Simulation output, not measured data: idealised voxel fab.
process module | voxel wiring stack
cross-section cut | 250 nm wide | cells 5 nm
A cross-section is a grid of square cells, given in bands from the top down. A band is one or more rows of cells.
Each band's line starts with the height of the band's top and of its bottom, in nm. Then come its materials from left to right, each with its width in nm. One material with "throughout" fills the band from edge to edge. "air" is empty space.
Height 0 is the level under which the wafer as received is all one material. The lowest band goes on downwards, as in "0 down".
A width such as "30 to 40" changes by the same amount from each row of cells to the next, from the band's top row to its bottom row.
"no change" after a step means that no cell of the cross-section changed.
closed voids: empty space of 8 cells or more with no open way to the top, each as width x height at its distance from the left edge, in nm
after a step's settings: what the simulator itself notes on the step
overlay nm, on a step with a mask: how far to the right of its planned place the mask lay; to the left if negative
plan
1 op RECEIVE | material Si
2 op CONFORMAL_DEP | material SiO2 | thk nm 15
3 op CONFORMAL_DEP | material SiN | thk nm 5
4 op DIRECTIONAL_DEP | material lowk | thk nm 25
5 op MASKED_ETCH | tone open | mask id METAL_1 | width nm 30 | pitch nm 50 | etch materials lowk | depth nm 25 | overlay nm 0
6 op MASKED_ETCH | tone open | mask id METAL_1 | width nm 30 | pitch nm 50 | etch materials SiN | depth nm 5 | overlay nm 0
7 op CONFORMAL_DEP | material TiN | thk nm 5
8 op FILL_DEP | material Cu | thk nm 10
9 op CMP | height nm 45
10 op CONFORMAL_DEP | material SiCN | thk nm 5
11 op DIRECTIONAL_DEP | material lowk | thk nm 15
12 op DIRECTIONAL_DEP | material aC | thk nm 15
13 op PATTERN | tone open | mask id PLUG_1 | material resist | width nm 15 | pitch nm 50 | thk nm 30 | overlay nm 0
14 op DIRECTIONAL_ETCH | etch materials aC | depth nm 15
15 op STRIP | etch materials resist
16 op DIRECTIONAL_ETCH | etch materials lowk | depth nm 15
17 op DIRECTIONAL_ETCH | etch materials SiCN | depth nm 5
18 op STRIP | etch materials aC
19 op CONFORMAL_DEP | material TiN | thk nm 5
20 op FILL_DEP | material W | thk nm 10
21 op CMP | height nm 65
22 op CONFORMAL_DEP | material SiCN | thk nm 5
23 op DIRECTIONAL_DEP | material SiO2 | thk nm 20
24 op DIRECTIONAL_DEP | material aC | thk nm 15
25 op PATTERN | tone open | mask id METAL_2 | material resist | width nm 30 | pitch nm 50 | thk nm 35 | overlay nm 0
26 op DIRECTIONAL_ETCH | etch materials aC | depth nm 15
27 op STRIP | etch materials resist
28 op DIRECTIONAL_ETCH | etch materials SiO2 | depth nm 20
29 op DIRECTIONAL_ETCH | etch materials SiCN | depth nm 5
30 op STRIP | etch materials aC
31 op CONFORMAL_DEP | material TiN | thk nm 5
32 op FILL_DEP | material Cu | thk nm 5
33 op CMP | height nm 90
34 op CONFORMAL_DEP | material SiCN | thk nm 5
35 op DIRECTIONAL_DEP | material lowk | thk nm 10
36 op DIRECTIONAL_DEP | material aC | thk nm 10
37 op PATTERN | tone open | mask id PLUG_2 | material resist | width nm 15 | pitch nm 50 | thk nm 25 | overlay nm 0
38 op DIRECTIONAL_ETCH | etch materials aC | depth nm 10
39 op STRIP | etch materials resist
40 op DIRECTIONAL_ETCH | etch materials lowk | depth nm 10
41 op DIRECTIONAL_ETCH | etch materials SiCN | depth nm 5
42 op STRIP | etch materials aC
43 op EPI | material Ru | thk nm 10
44 op EPI | material Ru | thk nm 5
45 op CONFORMAL_DEP | material SiN | thk nm 5
46 op DIRECTIONAL_DEP | material SiO2 | thk nm 15
47 op DIRECTIONAL_DEP | material aC | thk nm 15
48 op PATTERN | tone open | mask id METAL_3 | material resist | width nm 30 | pitch nm 50 | thk nm 35 | overlay nm 0
49 op DIRECTIONAL_ETCH | etch materials aC | depth nm 15
50 op STRIP | etch materials resist
51 op DIRECTIONAL_ETCH | etch materials SiO2 | depth nm 15
52 op DIRECTIONAL_ETCH | etch materials SiN | depth nm 5
53 op STRIP | etch materials aC
54 op CONFORMAL_DEP | material TiN | thk nm 5
55 op FILL_DEP | material Cu | thk nm 5
56 op CMP | height nm 125
57 op EPI | material Ru | thk nm 5
58 op FILL_DEP | material SiCN | thk nm 5
first wafer, as planned
as received, after step 1
  0 down: Si throughout
  closed voids: none
after step 2
  15 to 0: SiO2 throughout
  below 0: unchanged
after step 3
  20 to 15: SiN throughout
  below 15: unchanged
after step 4
  45 to 20: lowk throughout
  below 20: unchanged
after step 5
  45 to 20: lowk 35 | air 30 | lowk 20 | air 30 | lowk 20 | air 30 | lowk 20 | air 30 | lowk 35
  below 20: unchanged
after step 6
  45 to 20: lowk 35 | air 30 | lowk 20 | air 30 | lowk 20 | air 30 | lowk 20 | air 30 | lowk 35
  20 to 15: SiN 35 | air 30 | SiN 20 | air 30 | SiN 20 | air 30 | SiN 20 | air 30 | SiN 35
  below 15: unchanged
after step 7
  50 to 45: TiN 40 | air 20 | TiN 30 | air 20 | TiN 30 | air 20 | TiN 30 | air 20 | TiN 40
  45 to 20: lowk 35 | TiN 5 | air 20 | TiN 5 | lowk 20 | TiN 5 | air 20 | TiN 5 | lowk 20 | TiN 5 | air 20 | TiN 5 | lowk 20 | TiN 5 | air 20 | TiN 5 | lowk 35
  20 to 15: SiN 35 | TiN 30 | SiN 20 | TiN 30 | SiN 20 | TiN 30 | SiN 20 | TiN 30 | SiN 35
  below 15: unchanged
after step 8
  60 to 50: Cu throughout
  50 to 45: TiN 40 | Cu 20 | TiN 30 | Cu 20 | TiN 30 | Cu 20 | TiN 30 | Cu 20 | TiN 40
  45 to 20: lowk 35 | TiN 5 | Cu 20 | TiN 5 | lowk 20 | TiN 5 | Cu 20 | TiN 5 | lowk 20 | TiN 5 | Cu 20 | TiN 5 | lowk 20 | TiN 5 | Cu 20 | TiN 5 | lowk 35
  below 20: unchanged
after step 9
  45 to 20: lowk 35 | TiN 5 | Cu 20 | TiN 5 | lowk 20 | TiN 5 | Cu 20 | TiN 5 | lowk 20 | TiN 5 | Cu 20 | TiN 5 | lowk 20 | TiN 5 | Cu 20 | TiN 5 | lowk 35
  below 20: unchanged
after step 10
  50 to 45: SiCN throughout
  below 45: unchanged
after step 11
  65 to 50: lowk throughout
  below 50: unchanged
after step 12
  80 to 65: aC throughout
  below 65: unchanged
after step 13
  110 to 80: resist 35 | air 15 | resist 35 | air 15 | resist 35 | air 15 | resist 35 | air 15 | resist 50
  below 80: unchanged
after step 14
  95 to 80: resist 35 | air 15 | resist 35 | air 15 | resist 35 | air 15 | resist 35 | air 15 | resist 50
  80 to 65: aC 35 | air 15 | aC 35 | air 15 | aC 35 | air 15 | aC 35 | air 15 | aC 50
  below 65: unchanged
after step 15
  80 to 65: aC 35 | air 15 | aC 35 | air 15 | aC 35 | air 15 | aC 35 | air 15 | aC 50
  below 65: unchanged
after step 16
  80 to 65: aC 35 | air 15 | aC 35 | air 15 | aC 35 | air 15 | aC 35 | air 15 | aC 50
  65 to 50: lowk 35 | air 15 | lowk 35 | air 15 | lowk 35 | air 15 | lowk 35 | air 15 | lowk 50
  below 50: unchanged
after step 17
  80 to 65: aC 35 | air 15 | aC 35 | air 15 | aC 35 | air 15 | aC 35 | air 15 | aC 50
  65 to 50: lowk 35 | air 15 | lowk 35 | air 15 | lowk 35 | air 15 | lowk 35 | air 15 | lowk 50
  50 to 45: SiCN 35 | air 15 | SiCN 35 | air 15 | SiCN 35 | air 15 | SiCN 35 | air 15 | SiCN 50
  below 45: unchanged
after step 18
  65 to 50: lowk 35 | air 15 | lowk 35 | air 15 | lowk 35 | air 15 | lowk 35 | air 15 | lowk 50
  below 50: unchanged
after step 19
  70 to 65: TiN 40 | air 5 | TiN 45 | air 5 | TiN 45 | air 5 | TiN 45 | air 5 | TiN 55
  65 to 50: lowk 35 | TiN 5 | air 5 | TiN 5 | lowk 35 | TiN 5 | air 5 | TiN 5 | lowk 35 | TiN 5 | air 5 | TiN 5 | lowk 35 | TiN 5 | air 5 | TiN 5 | lowk 50
  50 to 45: SiCN 35 | TiN 15 | SiCN 35 | TiN 15 | SiCN 35 | TiN 15 | SiCN 35 | TiN 15 | SiCN 50
  below 45: unchanged
after step 20
  80 to 70: W throughout
  70 to 65: TiN 40 | W 5 | TiN 45 | W 5 | TiN 45 | W 5 | TiN 45 | W 5 | TiN 55
  65 to 50: lowk 35 | TiN 5 | W 5 | TiN 5 | lowk 35 | TiN 5 | W 5 | TiN 5 | lowk 35 | TiN 5 | W 5 | TiN 5 | lowk 35 | TiN 5 | W 5 | TiN 5 | lowk 50
  below 50: unchanged
after step 21
  65 to 50: lowk 35 | TiN 5 | W 5 | TiN 5 | lowk 35 | TiN 5 | W 5 | TiN 5 | lowk 35 | TiN 5 | W 5 | TiN 5 | lowk 35 | TiN 5 | W 5 | TiN 5 | lowk 50
  below 50: unchanged
after step 22
  70 to 65: SiCN throughout
  below 65: unchanged
after step 23
  90 to 70: SiO2 throughout
  below 70: unchanged
after step 24
  105 to 90: aC throughout
  below 90: unchanged
after step 25
  140 to 105: resist 35 | air 30 | resist 20 | air 30 | resist 20 | air 30 | resist 20 | air 30 | resist 35
  below 105: unchanged
after step 26
  125 to 105: resist 35 | air 30 | resist 20 | air 30 | resist 20 | air 30 | resist 20 | air 30 | resist 35
  105 to 90: aC 35 | air 30 | aC 20 | air 30 | aC 20 | air 30 | aC 20 | air 30 | aC 35
  below 90: unchanged
after step 27
  105 to 90: aC 35 | air 30 | aC 20 | air 30 | aC 20 | air 30 | aC 20 | air 30 | aC 35
  below 90: unchanged
after step 28
  105 to 90: aC 35 | air 30 | aC 20 | air 30 | aC 20 | air 30 | aC 20 | air 30 | aC 35
  90 to 70: SiO2 35 | air 30 | SiO2 20 | air 30 | SiO2 20 | air 30 | SiO2 20 | air 30 | SiO2 35
  below 70: unchanged
after step 29
  105 to 90: aC 35 | air 30 | aC 20 | air 30 | aC 20 | air 30 | aC 20 | air 30 | aC 35
  90 to 70: SiO2 35 | air 30 | SiO2 20 | air 30 | SiO2 20 | air 30 | SiO2 20 | air 30 | SiO2 35
  70 to 65: SiCN 35 | air 30 | SiCN 20 | air 30 | SiCN 20 | air 30 | SiCN 20 | air 30 | SiCN 35
  below 65: unchanged
after step 30
  90 to 70: SiO2 35 | air 30 | SiO2 20 | air 30 | SiO2 20 | air 30 | SiO2 20 | air 30 | SiO2 35
  below 70: unchanged
after step 31
  95 to 90: TiN 40 | air 20 | TiN 30 | air 20 | TiN 30 | air 20 | TiN 30 | air 20 | TiN 40
  90 to 70: SiO2 35 | TiN 5 | air 20 | TiN 5 | SiO2 20 | TiN 5 | air 20 | TiN 5 | SiO2 20 | TiN 5 | air 20 | TiN 5 | SiO2 20 | TiN 5 | air 20 | TiN 5 | SiO2 35
  70 to 65: SiCN 35 | TiN 30 | SiCN 20 | TiN 30 | SiCN 20 | TiN 30 | SiCN 20 | TiN 30 | SiCN 35
  below 65: unchanged
after step 32
  100 to 95: Cu throughout
  95 to 90: TiN 40 | Cu 20 | TiN 30 | Cu 20 | TiN 30 | Cu 20 | TiN 30 | Cu 20 | TiN 40
  90 to 70: SiO2 35 | TiN 5 | Cu 20 | TiN 5 | SiO2 20 | TiN 5 | Cu 20 | TiN 5 | SiO2 20 | TiN 5 | Cu 20 | TiN 5 | SiO2 20 | TiN 5 | Cu 20 | TiN 5 | SiO2 35
  below 70: unchanged
after step 33
  90 to 70: SiO2 35 | TiN 5 | Cu 20 | TiN 5 | SiO2 20 | TiN 5 | Cu 20 | TiN 5 | SiO2 20 | TiN 5 | Cu 20 | TiN 5 | SiO2 20 | TiN 5 | Cu 20 | TiN 5 | SiO2 35
  below 70: unchanged
after step 34
  95 to 90: SiCN throughout
  below 90: unchanged
after step 35
  105 to 95: lowk throughout
  below 95: unchanged
after step 36
  115 to 105: aC throughout
  below 105: unchanged
after step 37
  140 to 115: resist 35 | air 15 | resist 35 | air 15 | resist 35 | air 15 | resist 35 | air 15 | resist 50
  below 115: unchanged
after step 38
  130 to 115: resist 35 | air 15 | resist 35 | air 15 | resist 35 | air 15 | resist 35 | air 15 | resist 50
  115 to 105: aC 35 | air 15 | aC 35 | air 15 | aC 35 | air 15 | aC 35 | air 15 | aC 50
  below 105: unchanged
after step 39
  115 to 105: aC 35 | air 15 | aC 35 | air 15 | aC 35 | air 15 | aC 35 | air 15 | aC 50
  below 105: unchanged
after step 40
  115 to 105: aC 35 | air 15 | aC 35 | air 15 | aC 35 | air 15 | aC 35 | air 15 | aC 50
  105 to 95: lowk 35 | air 15 | lowk 35 | air 15 | lowk 35 | air 15 | lowk 35 | air 15 | lowk 50
  below 95: unchanged
after step 41
  115 to 105: aC 35 | air 15 | aC 35 | air 15 | aC 35 | air 15 | aC 35 | air 15 | aC 50
  105 to 95: lowk 35 | air 15 | lowk 35 | air 15 | lowk 35 | air 15 | lowk 35 | air 15 | lowk 50
  95 to 90: SiCN 35 | air 15 | SiCN 35 | air 15 | SiCN 35 | air 15 | SiCN 35 | air 15 | SiCN 50
  below 90: unchanged
after step 42
  105 to 95: lowk 35 | air 15 | lowk 35 | air 15 | lowk 35 | air 15 | lowk 35 | air 15 | lowk 50
  below 95: unchanged
after step 43
  105 to 100: lowk 35 | air 15 | lowk 35 | air 15 | lowk 35 | air 15 | lowk 35 | air 15 | lowk 50
  100 to 95: lowk 35 | Ru 15 | lowk 35 | Ru 15 | lowk 35 | Ru 15 | lowk 35 | Ru 15 | lowk 50
  95 to 90: SiCN 35 | Ru 15 | SiCN 35 | Ru 15 | SiCN 35 | Ru 15 | SiCN 35 | Ru 15 | SiCN 50
  below 90: unchanged
after step 44
  105 to 95: lowk 35 | Ru 15 | lowk 35 | Ru 15 | lowk 35 | Ru 15 | lowk 35 | Ru 15 | lowk 50
  below 95: unchanged
after step 45
  110 to 105: SiN throughout
  below 105: unchanged
after step 46
  125 to 110: SiO2 throughout
  below 110: unchanged
after step 47
  140 to 125: aC throughout
  below 125: unchanged
after step 48
  175 to 140: resist 35 | air 30 | resist 20 | air 30 | resist 20 | air 30 | resist 20 | air 30 | resist 35
  below 140: unchanged
after step 49
  160 to 140: resist 35 | air 30 | resist 20 | air 30 | resist 20 | air 30 | resist 20 | air 30 | resist 35
  140 to 125: aC 35 | air 30 | aC 20 | air 30 | aC 20 | air 30 | aC 20 | air 30 | aC 35
  below 125: unchanged
after step 50
  140 to 125: aC 35 | air 30 | aC 20 | air 30 | aC 20 | air 30 | aC 20 | air 30 | aC 35
  below 125: unchanged
after step 51
  140 to 125: aC 35 | air 30 | aC 20 | air 30 | aC 20 | air 30 | aC 20 | air 30 | aC 35
  125 to 110: SiO2 35 | air 30 | SiO2 20 | air 30 | SiO2 20 | air 30 | SiO2 20 | air 30 | SiO2 35
  below 110: unchanged
after step 52
  140 to 125: aC 35 | air 30 | aC 20 | air 30 | aC 20 | air 30 | aC 20 | air 30 | aC 35
  125 to 110: SiO2 35 | air 30 | SiO2 20 | air 30 | SiO2 20 | air 30 | SiO2 20 | air 30 | SiO2 35
  110 to 105: SiN 35 | air 30 | SiN 20 | air 30 | SiN 20 | air 30 | SiN 20 | air 30 | SiN 35
  below 105: unchanged
after step 53
  125 to 110: SiO2 35 | air 30 | SiO2 20 | air 30 | SiO2 20 | air 30 | SiO2 20 | air 30 | SiO2 35
  below 110: unchanged
after step 54
  130 to 125: TiN 40 | air 20 | TiN 30 | air 20 | TiN 30 | air 20 | TiN 30 | air 20 | TiN 40
  125 to 110: SiO2 35 | TiN 5 | air 20 | TiN 5 | SiO2 20 | TiN 5 | air 20 | TiN 5 | SiO2 20 | TiN 5 | air 20 | TiN 5 | SiO2 20 | TiN 5 | air 20 | TiN 5 | SiO2 35
  110 to 105: SiN 35 | TiN 30 | SiN 20 | TiN 30 | SiN 20 | TiN 30 | SiN 20 | TiN 30 | SiN 35
  below 105: unchanged
after step 55
  135 to 130: Cu throughout
  130 to 125: TiN 40 | Cu 20 | TiN 30 | Cu 20 | TiN 30 | Cu 20 | TiN 30 | Cu 20 | TiN 40
  125 to 110: SiO2 35 | TiN 5 | Cu 20 | TiN 5 | SiO2 20 | TiN 5 | Cu 20 | TiN 5 | SiO2 20 | TiN 5 | Cu 20 | TiN 5 | SiO2 20 | TiN 5 | Cu 20 | TiN 5 | SiO2 35
  below 110: unchanged
after step 56
  125 to 110: SiO2 35 | TiN 5 | Cu 20 | TiN 5 | SiO2 20 | TiN 5 | Cu 20 | TiN 5 | SiO2 20 | TiN 5 | Cu 20 | TiN 5 | SiO2 20 | TiN 5 | Cu 20 | TiN 5 | SiO2 35
  below 110: unchanged
after step 57
  130 to 125: air 30 | Ru 40 | air 10 | Ru 40 | air 10 | Ru 40 | air 10 | Ru 40 | air 30
  below 125: unchanged
after step 58
  135 to 130: SiCN throughout
  130 to 125: SiCN 30 | Ru 40 | SiCN 10 | Ru 40 | SiCN 10 | Ru 40 | SiCN 10 | Ru 40 | SiCN 30
  below 125: unchanged
second wafer: like start, like plan, one mistake. Through step 12 it matches the first wafer
when step 13 should have ended
  110 to 80: air 35 | resist 15 | air 35 | resist 15 | air 35 | resist 15 | air 35 | resist 15 | air 50
  below 80: unchanged
when step 14 should have ended
  95 to 80: air 35 | resist 15 | air 35 | resist 15 | air 35 | resist 15 | air 35 | resist 15 | air 50
  80 to 65: air 35 | aC 15 | air 35 | aC 15 | air 35 | aC 15 | air 35 | aC 15 | air 50
  below 65: unchanged
when step 15 should have ended
  80 to 65: air 35 | aC 15 | air 35 | aC 15 | air 35 | aC 15 | air 35 | aC 15 | air 50
  below 65: unchanged
when step 16 should have ended
  80 to 65: air 35 | aC 15 | air 35 | aC 15 | air 35 | aC 15 | air 35 | aC 15 | air 50
  65 to 50: air 35 | lowk 15 | air 35 | lowk 15 | air 35 | lowk 15 | air 35 | lowk 15 | air 50
  below 50: unchanged
when step 17 should have ended
  80 to 65: air 35 | aC 15 | air 35 | aC 15 | air 35 | aC 15 | air 35 | aC 15 | air 50
  65 to 50: air 35 | lowk 15 | air 35 | lowk 15 | air 35 | lowk 15 | air 35 | lowk 15 | air 50
  50 to 45: air 35 | SiCN 15 | air 35 | SiCN 15 | air 35 | SiCN 15 | air 35 | SiCN 15 | air 50
  below 45: unchanged
when step 18 should have ended
  65 to 50: air 35 | lowk 15 | air 35 | lowk 15 | air 35 | lowk 15 | air 35 | lowk 15 | air 50
  below 50: unchanged
when step 19 should have ended
  70 to 65: air 30 | TiN 25 | air 25 | TiN 25 | air 25 | TiN 25 | air 25 | TiN 25 | air 45
  65 to 50: air 30 | TiN 5 | lowk 15 | TiN 5 | air 25 | TiN 5 | lowk 15 | TiN 5 | air 25 | TiN 5 | lowk 15 | TiN 5 | air 25 | TiN 5 | lowk 15 | TiN 5 | air 45
  50 to 45: TiN 35 | SiCN 15 | TiN 35 | SiCN 15 | TiN 35 | SiCN 15 | TiN 35 | SiCN 15 | TiN 50
  below 45: unchanged
when step 20 should have ended
  80 to 70: W throughout
  70 to 65: W 30 | TiN 25 | W 25 | TiN 25 | W 25 | TiN 25 | W 25 | TiN 25 | W 45
  65 to 50: W 30 | TiN 5 | lowk 15 | TiN 5 | W 25 | TiN 5 | lowk 15 | TiN 5 | W 25 | TiN 5 | lowk 15 | TiN 5 | W 25 | TiN 5 | lowk 15 | TiN 5 | W 45
  below 50: unchanged
when step 21 should have ended
  65 to 50: W 30 | TiN 5 | lowk 15 | TiN 5 | W 25 | TiN 5 | lowk 15 | TiN 5 | W 25 | TiN 5 | lowk 15 | TiN 5 | W 25 | TiN 5 | lowk 15 | TiN 5 | W 45
  below 50: unchanged
when step 22 should have ended
  70 to 65: SiCN throughout
  below 65: unchanged
when step 23 should have ended
  90 to 70: SiO2 throughout
  below 70: unchanged
when step 24 should have ended
  105 to 90: aC throughout
  below 90: unchanged
when step 25 should have ended
  140 to 105: resist 35 | air 30 | resist 20 | air 30 | resist 20 | air 30 | resist 20 | air 30 | resist 35
  below 105: unchanged
when step 26 should have ended
  125 to 105: resist 35 | air 30 | resist 20 | air 30 | resist 20 | air 30 | resist 20 | air 30 | resist 35
  105 to 90: aC 35 | air 30 | aC 20 | air 30 | aC 20 | air 30 | aC 20 | air 30 | aC 35
  below 90: unchanged
when step 27 should have ended
  105 to 90: aC 35 | air 30 | aC 20 | air 30 | aC 20 | air 30 | aC 20 | air 30 | aC 35
  below 90: unchanged
when step 28 should have ended
  105 to 90: aC 35 | air 30 | aC 20 | air 30 | aC 20 | air 30 | aC 20 | air 30 | aC 35
  90 to 70: SiO2 35 | air 30 | SiO2 20 | air 30 | SiO2 20 | air 30 | SiO2 20 | air 30 | SiO2 35
  below 70: unchanged
when step 29 should have ended
  105 to 90: aC 35 | air 30 | aC 20 | air 30 | aC 20 | air 30 | aC 20 | air 30 | aC 35
  90 to 70: SiO2 35 | air 30 | SiO2 20 | air 30 | SiO2 20 | air 30 | SiO2 20 | air 30 | SiO2 35
  70 to 65: SiCN 35 | air 30 | SiCN 20 | air 30 | SiCN 20 | air 30 | SiCN 20 | air 30 | SiCN 35
  below 65: unchanged
when step 30 should have ended
  90 to 70: SiO2 35 | air 30 | SiO2 20 | air 30 | SiO2 20 | air 30 | SiO2 20 | air 30 | SiO2 35
  below 70: unchanged
when step 31 should have ended
  95 to 90: TiN 40 | air 20 | TiN 30 | air 20 | TiN 30 | air 20 | TiN 30 | air 20 | TiN 40
  90 to 70: SiO2 35 | TiN 5 | air 20 | TiN 5 | SiO2 20 | TiN 5 | air 20 | TiN 5 | SiO2 20 | TiN 5 | air 20 | TiN 5 | SiO2 20 | TiN 5 | air 20 | TiN 5 | SiO2 35
  70 to 65: SiCN 35 | TiN 30 | SiCN 20 | TiN 30 | SiCN 20 | TiN 30 | SiCN 20 | TiN 30 | SiCN 35
  below 65: unchanged
when step 32 should have ended
  100 to 95: Cu throughout
  95 to 90: TiN 40 | Cu 20 | TiN 30 | Cu 20 | TiN 30 | Cu 20 | TiN 30 | Cu 20 | TiN 40
  90 to 70: SiO2 35 | TiN 5 | Cu 20 | TiN 5 | SiO2 20 | TiN 5 | Cu 20 | TiN 5 | SiO2 20 | TiN 5 | Cu 20 | TiN 5 | SiO2 20 | TiN 5 | Cu 20 | TiN 5 | SiO2 35
  below 70: unchanged
when step 33 should have ended
  90 to 70: SiO2 35 | TiN 5 | Cu 20 | TiN 5 | SiO2 20 | TiN 5 | Cu 20 | TiN 5 | SiO2 20 | TiN 5 | Cu 20 | TiN 5 | SiO2 20 | TiN 5 | Cu 20 | TiN 5 | SiO2 35
  below 70: unchanged
when step 34 should have ended
  95 to 90: SiCN throughout
  below 90: unchanged
when step 35 should have ended
  105 to 95: lowk throughout
  below 95: unchanged
when step 36 should have ended
  115 to 105: aC throughout
  below 105: unchanged
when step 37 should have ended
  140 to 115: resist 35 | air 15 | resist 35 | air 15 | resist 35 | air 15 | resist 35 | air 15 | resist 50
  below 115: unchanged
when step 38 should have ended
  130 to 115: resist 35 | air 15 | resist 35 | air 15 | resist 35 | air 15 | resist 35 | air 15 | resist 50
  115 to 105: aC 35 | air 15 | aC 35 | air 15 | aC 35 | air 15 | aC 35 | air 15 | aC 50
  below 105: unchanged
when step 39 should have ended
  115 to 105: aC 35 | air 15 | aC 35 | air 15 | aC 35 | air 15 | aC 35 | air 15 | aC 50
  below 105: unchanged
when step 40 should have ended
  115 to 105: aC 35 | air 15 | aC 35 | air 15 | aC 35 | air 15 | aC 35 | air 15 | aC 50
  105 to 95: lowk 35 | air 15 | lowk 35 | air 15 | lowk 35 | air 15 | lowk 35 | air 15 | lowk 50
  below 95: unchanged
when step 41 should have ended
  115 to 105: aC 35 | air 15 | aC 35 | air 15 | aC 35 | air 15 | aC 35 | air 15 | aC 50
  105 to 95: lowk 35 | air 15 | lowk 35 | air 15 | lowk 35 | air 15 | lowk 35 | air 15 | lowk 50
  95 to 90: SiCN 35 | air 15 | SiCN 35 | air 15 | SiCN 35 | air 15 | SiCN 35 | air 15 | SiCN 50
  below 90: unchanged
when step 42 should have ended
  105 to 95: lowk 35 | air 15 | lowk 35 | air 15 | lowk 35 | air 15 | lowk 35 | air 15 | lowk 50
  below 95: unchanged
when step 43 should have ended
  105 to 100: lowk 35 | air 15 | lowk 35 | air 15 | lowk 35 | air 15 | lowk 35 | air 15 | lowk 50
  100 to 95: lowk 35 | Ru 15 | lowk 35 | Ru 15 | lowk 35 | Ru 15 | lowk 35 | Ru 15 | lowk 50
  95 to 90: SiCN 35 | Ru 15 | SiCN 35 | Ru 15 | SiCN 35 | Ru 15 | SiCN 35 | Ru 15 | SiCN 50
  below 90: unchanged
when step 44 should have ended
  105 to 95: lowk 35 | Ru 15 | lowk 35 | Ru 15 | lowk 35 | Ru 15 | lowk 35 | Ru 15 | lowk 50
  below 95: unchanged
when step 45 should have ended
  110 to 105: SiN throughout
  below 105: unchanged
when step 46 should have ended
  125 to 110: SiO2 throughout
  below 110: unchanged
when step 47 should have ended
  140 to 125: aC throughout
  below 125: unchanged
when step 48 should have ended
  175 to 140: resist 35 | air 30 | resist 20 | air 30 | resist 20 | air 30 | resist 20 | air 30 | resist 35
  below 140: unchanged
when step 49 should have ended
  160 to 140: resist 35 | air 30 | resist 20 | air 30 | resist 20 | air 30 | resist 20 | air 30 | resist 35
  140 to 125: aC 35 | air 30 | aC 20 | air 30 | aC 20 | air 30 | aC 20 | air 30 | aC 35
  below 125: unchanged
when step 50 should have ended
  140 to 125: aC 35 | air 30 | aC 20 | air 30 | aC 20 | air 30 | aC 20 | air 30 | aC 35
  below 125: unchanged
when step 51 should have ended
  140 to 125: aC 35 | air 30 | aC 20 | air 30 | aC 20 | air 30 | aC 20 | air 30 | aC 35
  125 to 110: SiO2 35 | air 30 | SiO2 20 | air 30 | SiO2 20 | air 30 | SiO2 20 | air 30 | SiO2 35
  below 110: unchanged
when step 52 should have ended
  140 to 125: aC 35 | air 30 | aC 20 | air 30 | aC 20 | air 30 | aC 20 | air 30 | aC 35
  125 to 110: SiO2 35 | air 30 | SiO2 20 | air 30 | SiO2 20 | air 30 | SiO2 20 | air 30 | SiO2 35
  110 to 105: SiN 35 | air 30 | SiN 20 | air 30 | SiN 20 | air 30 | SiN 20 | air 30 | SiN 35
  below 105: unchanged
when step 53 should have ended
  125 to 110: SiO2 35 | air 30 | SiO2 20 | air 30 | SiO2 20 | air 30 | SiO2 20 | air 30 | SiO2 35
  below 110: unchanged
when step 54 should have ended
  130 to 125: TiN 40 | air 20 | TiN 30 | air 20 | TiN 30 | air 20 | TiN 30 | air 20 | TiN 40
  125 to 110: SiO2 35 | TiN 5 | air 20 | TiN 5 | SiO2 20 | TiN 5 | air 20 | TiN 5 | SiO2 20 | TiN 5 | air 20 | TiN 5 | SiO2 20 | TiN 5 | air 20 | TiN 5 | SiO2 35
  110 to 105: SiN 35 | TiN 30 | SiN 20 | TiN 30 | SiN 20 | TiN 30 | SiN 20 | TiN 30 | SiN 35
  below 105: unchanged
when step 55 should have ended
  135 to 130: Cu throughout
  130 to 125: TiN 40 | Cu 20 | TiN 30 | Cu 20 | TiN 30 | Cu 20 | TiN 30 | Cu 20 | TiN 40
  125 to 110: SiO2 35 | TiN 5 | Cu 20 | TiN 5 | SiO2 20 | TiN 5 | Cu 20 | TiN 5 | SiO2 20 | TiN 5 | Cu 20 | TiN 5 | SiO2 20 | TiN 5 | Cu 20 | TiN 5 | SiO2 35
  below 110: unchanged
when step 56 should have ended
  125 to 110: SiO2 35 | TiN 5 | Cu 20 | TiN 5 | SiO2 20 | TiN 5 | Cu 20 | TiN 5 | SiO2 20 | TiN 5 | Cu 20 | TiN 5 | SiO2 20 | TiN 5 | Cu 20 | TiN 5 | SiO2 35
  below 110: unchanged
when step 57 should have ended
  130 to 125: air 30 | Ru 40 | air 10 | Ru 40 | air 10 | Ru 40 | air 10 | Ru 40 | air 30
  below 125: unchanged
when step 58 should have ended
  135 to 130: SiCN throughout
  130 to 125: SiCN 30 | Ru 40 | SiCN 10 | Ru 40 | SiCN 10 | Ru 40 | SiCN 10 | Ru 40 | SiCN 30
  below 125: unchanged
what went wrong: step 13 ran as: op PATTERN | tone cover | mask id PLUG_1 | material resist | width nm 15 | pitch nm 50 | thk nm 30 | overlay nm 0
at the end the second wafer has, in cells: 26 fewer of SiCN | 26 more of TiN | 78 more of W | 78 fewer of lowk
